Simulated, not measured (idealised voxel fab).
Name of the process module below: voxel transistor to metal
FYI the section here is cut, 215 nm wide, cells are 5 nm squares.
For the purposes of this document, a cross-section shall be understood as a grid of square cells, specified as bands listed in top-to-bottom order, each band consisting of one or more rows of cells. Each band's line starts with the height of the band's top and of its bottom, in nm. Then come its materials from left to right, each with its width in nm. One material with "throughout" fills the band from edge to edge. "empty" is empty space. Ref level 0: as-received wafer is one material below here. Bottom band extends down with no lower bound ("z 0 and below"). It should be noted that a width expressed as "30..40" varies in equal increments from row to row of cells within the band, taking the value of the first number at the top row and that of the second number at the bottom row. Given "no change" for a step, no cell of the cross-section differs between before and after that step. Closed empty spaces (no open way to the top) of 8 cells or more are what "Enclosed cavity list" lists, each as width x height at distance from the left edge, nm for all three. Note: text after step settings on the step line = simulator remark on that step. overlay nm: where the mask lay relative to plan, measured to the right, on steps with a mask; negatives go left.

-- The process steps that were planned are listed below
1) op RECEIVE | material Si
2) op OXIDIZE | depth nm 5
3) op CONFORMAL_DEP | material SiN | thk nm 15
4) op PATTERN | tone cover | mask id ACTIVE | material resist | width nm 100 | thk nm 20 | overlay nm 0
5) op DIRECTIONAL_ETCH | etch materials SiN | depth nm 15
6) op DIRECTIONAL_ETCH | etch materials SiO2 | depth nm 5
7) op DIRECTIONAL_ETCH | etch materials Si | depth nm 20
8) op STRIP | etch materials resist
9) op FILL_DEP | material SiO2 | thk nm 15
10) op CMP | height nm 15
11) op SELECTIVE_ETCH | etch materials SiO2 | depth nm 10
12) op STRIP | etch materials SiN
13) op SELECTIVE_ETCH | etch materials SiO2 | depth nm 5
14) op OXIDIZE | depth nm 5
15) op DIRECTIONAL_DEP | material polySi | thk nm 20
16) op DIRECTIONAL_DEP | material SiCN | thk nm 10
17) op PATTERN | tone cover | mask id GATE | material resist | width nm 20 | thk nm 15 | overlay nm 0
18) op DIRECTIONAL_ETCH | etch materials SiCN | depth nm 20
19) op DIRECTIONAL_ETCH | etch materials polySi | depth nm 30
20) op STRIP | etch materials resist
21) op CONFORMAL_DEP | material SiN | thk nm 5
22) op DIRECTIONAL_ETCH | etch materials SiN | depth nm 5
23) op DIRECTIONAL_ETCH | etch materials SiO2 | depth nm 5
24) op DIRECTIONAL_ETCH | etch materials Si | depth nm 5
25) op EPI | material SiGe | thk nm 5
26) op FILL_DEP | material SiO2 | thk nm 10
27) op CMP | height nm 25
28) op DIRECTIONAL_DEP | material SiO2 | thk nm 15
29) op PATTERN | tone open | mask id CONTACT | material resist | width nm 30 | pitch nm 60 | thk nm 20 | overlay nm 0
30) op DIRECTIONAL_ETCH | etch materials SiO2 | depth nm 50
31) op STRIP | etch materials resist
32) op CONFORMAL_DEP | material TiN | thk nm 5
33) op FILL_DEP | material W | thk nm 5
34) op CMP | height nm 40
35) op DIRECTIONAL_DEP | material TiN | thk nm 5
36) op DIRECTIONAL_DEP | material Ru | thk nm 20
37) op PATTERN | tone cover | mask id METAL_1 | material resist | width nm 15 | pitch nm 75 | thk nm 15 | overlay nm 0
38) op DIRECTIONAL_ETCH | etch materials Ru | depth nm 20
39) op DIRECTIONAL_ETCH | etch materials TiN | depth nm 5
40) op STRIP | etch materials resist
41) op FILL_DEP | material lowk | thk nm 10
42) op CMP | height nm 65
43) op CONFORMAL_DEP | material SiN | thk nm 5

-- as received, after step 1
    z 0 and below | Si throughout
    Enclosed cavity list: none

-- Post-module cross-section of the first of two wafers (run per plan)
    z 70 to 65 | SiN throughout
    z 65 to 45 | 60 lowk | 15 Ru | 60 lowk | 15 Ru | 65 lowk
    z 45 to 40 | 60 lowk | 15 TiN | 60 lowk | 15 TiN | 65 lowk
    z 40 to 25 | 60 SiO2 | 5 TiN | 20 W | 5 TiN | 30 SiO2 | 5 TiN | 20 W | 5 TiN | 65 SiO2
    z 25 to 15 | 60 SiO2 | 5 TiN | 20 W | 5 TiN | 5 SiN | 20 SiCN | 5 SiN | 5 TiN | 20 W | 5 TiN | 65 SiO2
    z 15 to 0 | 60 SiO2 | 5 TiN | 20 W | 5 TiN | 5 SiN | 20 polySi | 5 SiN | 5 TiN | 20 W | 5 TiN | 65 SiO2
    z 0 to -5 | 50 SiO2 | 5 SiN | 5 SiO2 | 5 TiN | 15 W | 10 TiN | 5 SiN | 20 polySi | 5 SiN | 10 TiN | 15 W | 5 TiN | 5 SiO2 | 5 SiN | 55 SiO2
    z -5 to -10 | 60 SiO2 | 25 TiN | 5 SiGe | 30 SiO2 | 5 SiGe | 25 TiN | 65 SiO2
    z -10 to -15 | 55 SiO2 | 35 SiGe | 30 Si | 35 SiGe | 60 SiO2
    z -15 to -25 | 55 SiO2 | 100 Si | 60 SiO2
    z -25 and below | Si throughout
    Enclosed cavity list: none

-- Cross-sectional view: second of two wafers, end of module; start and plan identical to the first, one mistake in running
    z 70 to 45 | SiN throughout
    z 45 to 40 | TiN throughout
    z 40 to 25 | 60 SiO2 | 5 TiN | 20 W | 5 TiN | 30 SiO2 | 5 TiN | 20 W | 5 TiN | 65 SiO2
    z 25 to 15 | 60 SiO2 | 5 TiN | 20 W | 5 TiN | 5 SiN | 20 SiCN | 5 SiN | 5 TiN | 20 W | 5 TiN | 65 SiO2
    z 15 to 0 | 60 SiO2 | 5 TiN | 20 W | 5 TiN | 5 SiN | 20 polySi | 5 SiN | 5 TiN | 20 W | 5 TiN | 65 SiO2
    z 0 to -5 | 50 SiO2 | 5 SiN | 5 SiO2 | 5 TiN | 15 W | 10 TiN | 5 SiN | 20 polySi | 5 SiN | 10 TiN | 15 W | 5 TiN | 5 SiO2 | 5 SiN | 55 SiO2
    z -5 to -10 | 60 SiO2 | 25 TiN | 5 SiGe | 30 SiO2 | 5 SiGe | 25 TiN | 65 SiO2
    z -10 to -15 | 55 SiO2 | 35 SiGe | 30 Si | 35 SiGe | 60 SiO2
    z -15 to -25 | 55 SiO2 | 100 Si | 60 SiO2
    z -25 and below | Si throughout
    Enclosed cavity list: none
In executing the process, a mistake was made relative to the plan: so step 36 ended up running with a different setting than we planned, it ran as op DIRECTIONAL_DEP | material SiN | thk nm 20
Final tally in cells, some materials are higher or lower on the second wafer than on the first: Ru -24 | SiN +172 | TiN +37 | lowk -185
